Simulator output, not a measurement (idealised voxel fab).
Title: Process Module voxel ribs on slabs
Square cell edge 5 nm, section width 150 nm, ID cut.
Reading order for cross-sections: top band down to bottom band. Underlying form: a grid of square cells. Band size: one or more rows of cells. The entry gives the band's vertical extent as a top height and a bottom height in nm, then its horizontal make-up as materials from left to right, each with a width in nm. "empty" stands for empty space; a single material marked "edge to edge" fills the band edge to edge. Height 0 is the level under which the wafer as received is all one material. The lowest band goes on downwards, as in "0 nm and below". A width given as "30..40" starts at the first number in the band's top row and ends at the second number in its bottom row, shifting by an equal amount at every step from row to row. "everything unchanged" -> step changed no cross-section cell. What "Enclosed cavities" gives you is every empty space of 8 cells or more that is cut off from the top. Each appears as width x height at distance, with the distance taken from the left edge and width, height and distance all in nm. Read whatever lies past the settings on a step's line as the simulator's own remark about the step. overlay nm: mask right of planned place by this much (step with mask). Neg. = left.
# The steps planned for the process are as follows
| 1 | RECEIVE [material Si] |
| 2 | DIRECTIONAL_DEP [material SiO2] [thk nm 20] |
| 3 | DIRECTIONAL_DEP [material polySi] [thk nm 25] |
| 4 | MASKED_ETCH [tone cover] [mask id RIB] [width nm 20] [etch materials polySi] [depth nm 15] [overlay nm 0] |
| 5 | DIRECTIONAL_DEP [material aC] [thk nm 15] |
| 6 | PATTERN [tone cover] [mask id SLAB] [material resist] [width nm 50] [thk nm 30] [overlay nm 0] |
| 7 | DIRECTIONAL_ETCH [etch materials aC] [depth nm 15] |
| 8 | STRIP [etch materials resist] |
| 9 | DIRECTIONAL_ETCH [etch materials polySi] [depth nm 10] |
| 10 | STRIP [etch materials aC] |
| 11 | FILL_DEP [material SiO2] [thk nm 15] |
| 12 | CMP [height nm 55] |
| 13 | DIRECTIONAL_DEP [material W] [thk nm 5] |
| 14 | DIRECTIONAL_DEP [material aC] [thk nm 15] |
| 15 | PATTERN [tone cover] [mask id HEATER] [material resist] [width nm 30] [thk nm 30] [overlay nm 0] |
| 16 | DIRECTIONAL_ETCH [etch materials aC] [depth nm 15] |
| 17 | STRIP [etch materials resist] |
| 18 | DIRECTIONAL_ETCH [etch materials W] [depth nm 5] |
| 19 | STRIP [etch materials aC] |
| 20 | CONFORMAL_DEP [material SiO2] [thk nm 10] |
# First of two wafers, with the run carried out as planned
# As-received state of the wafer in cross-section, equivalent to post-step 1
0 nm and below = Si edge to edge
Enclosed cavities: none
# The wafer in cross-section once step 2 is complete
20 nm to 0 nm = SiO2 edge to edge
No changes below 0.
# The wafer in cross-section once step 3 is complete
45 nm to 20 nm = polySi edge to edge
No changes below 20.
# The wafer in cross-section once step 4 is complete
45 nm to 30 nm = empty 65 | polySi 20 | empty 65
No changes below 30.
# The wafer in cross-section once step 5 is complete
60 nm to 45 nm = empty 65 | aC 20 | empty 65
45 nm to 30 nm = aC 65 | polySi 20 | aC 65
No changes below 30.
# The wafer in cross-section once step 6 is complete
90 nm to 60 nm = empty 50 | resist 50 | empty 50
60 nm to 45 nm = empty 50 | resist 15 | aC 20 | resist 15 | empty 50
No changes below 45.
# The wafer in cross-section once step 7 is complete
75 nm to 60 nm = empty 50 | resist 50 | empty 50
60 nm to 45 nm = empty 50 | resist 15 | aC 20 | resist 15 | empty 50
45 nm to 30 nm = empty 50 | aC 15 | polySi 20 | aC 15 | empty 50
No changes below 30.
# The wafer in cross-section once step 8 is complete
60 nm to 45 nm = empty 65 | aC 20 | empty 65
No changes below 45.
# The wafer in cross-section once step 9 is complete
60 nm to 45 nm = empty 65 | aC 20 | empty 65
45 nm to 30 nm = empty 50 | aC 15 | polySi 20 | aC 15 | empty 50
30 nm to 20 nm = empty 50 | polySi 50 | empty 50
No changes below 20.
# The wafer in cross-section once step 10 is complete
45 nm to 30 nm = empty 65 | polySi 20 | empty 65
No changes below 30.
# The wafer in cross-section once step 11 is complete
60 nm to 45 nm = SiO2 edge to edge
45 nm to 30 nm = SiO2 65 | polySi 20 | SiO2 65
30 nm to 20 nm = SiO2 50 | polySi 50 | SiO2 50
No changes below 20.
# The wafer in cross-section once step 12 is complete
55 nm to 45 nm = SiO2 edge to edge
No changes below 45.
# The wafer in cross-section once step 13 is complete
60 nm to 55 nm = W edge to edge
No changes below 55.
# The wafer in cross-section once step 14 is complete
75 nm to 60 nm = aC edge to edge
No changes below 60.
# The wafer in cross-section once step 15 is complete
105 nm to 75 nm = empty 60 | resist 30 | empty 60
No changes below 75.
# The wafer in cross-section once step 16 is complete
90 nm to 75 nm = empty 60 | resist 30 | empty 60
75 nm to 60 nm = empty 60 | aC 30 | empty 60
No changes below 60.
# The wafer in cross-section once step 17 is complete
75 nm to 60 nm = empty 60 | aC 30 | empty 60
No changes below 60.
# The wafer in cross-section once step 18 is complete
75 nm to 60 nm = empty 60 | aC 30 | empty 60
60 nm to 55 nm = empty 60 | W 30 | empty 60
No changes below 55.
# The wafer in cross-section once step 19 is complete
60 nm to 55 nm = empty 60 | W 30 | empty 60
No changes below 55.
# The wafer in cross-section once step 20 is complete
70 nm to 65 nm = empty 50 | SiO2 50 | empty 50
65 nm to 60 nm = SiO2 edge to edge
60 nm to 55 nm = SiO2 60 | W 30 | SiO2 60
No changes below 55.
# The remaining wafer, second of the two, started like the first and was run to the same plan, except that one mistake was made along the way; the two coincide through step 10, inclusive
# Second wafer, section view, time point: scheduled end of step 11
60 nm to 45 nm = W edge to edge
45 nm to 30 nm = W 65 | polySi 20 | W 65
30 nm to 20 nm = W 50 | polySi 50 | W 50
No changes below 20.
# Second wafer, section view, time point: scheduled end of step 12
55 nm to 45 nm = W edge to edge
No changes below 45.
# Second wafer, section view, time point: scheduled end of step 13
60 nm to 45 nm = W edge to edge
No changes below 45.
# Second wafer, section view, time point: scheduled end of step 14
75 nm to 60 nm = aC edge to edge
No changes below 60.
# Second wafer, section view, time point: scheduled end of step 15
105 nm to 75 nm = empty 60 | resist 30 | empty 60
No changes below 75.
# Second wafer, section view, time point: scheduled end of step 16
90 nm to 75 nm = empty 60 | resist 30 | empty 60
75 nm to 60 nm = empty 60 | aC 30 | empty 60
No changes below 60.
# Second wafer, section view, time point: scheduled end of step 17
75 nm to 60 nm = empty 60 | aC 30 | empty 60
No changes below 60.
# Second wafer, section view, time point: scheduled end of step 18
75 nm to 60 nm = empty 60 | aC 30 | empty 60
60 nm to 55 nm = empty 60 | W 30 | empty 60
No changes below 55.
# Second wafer, section view, time point: scheduled end of step 19
60 nm to 55 nm = empty 60 | W 30 | empty 60
No changes below 55.
# Second wafer, section view, time point: scheduled end of step 20
70 nm to 65 nm = empty 50 | SiO2 50 | empty 50
65 nm to 60 nm = SiO2 edge to edge
60 nm to 55 nm = SiO2 60 | W 30 | SiO2 60
No changes below 55.
In executing the process, a mistake was made relative to the plan: step 11 was not run as planned; what actually ran was FILL_DEP [material W] [thk nm 15]
In the final state, the cell counts of the second wafer exceed or fall short of those of the first for the following materials: SiO2 -178; W +178
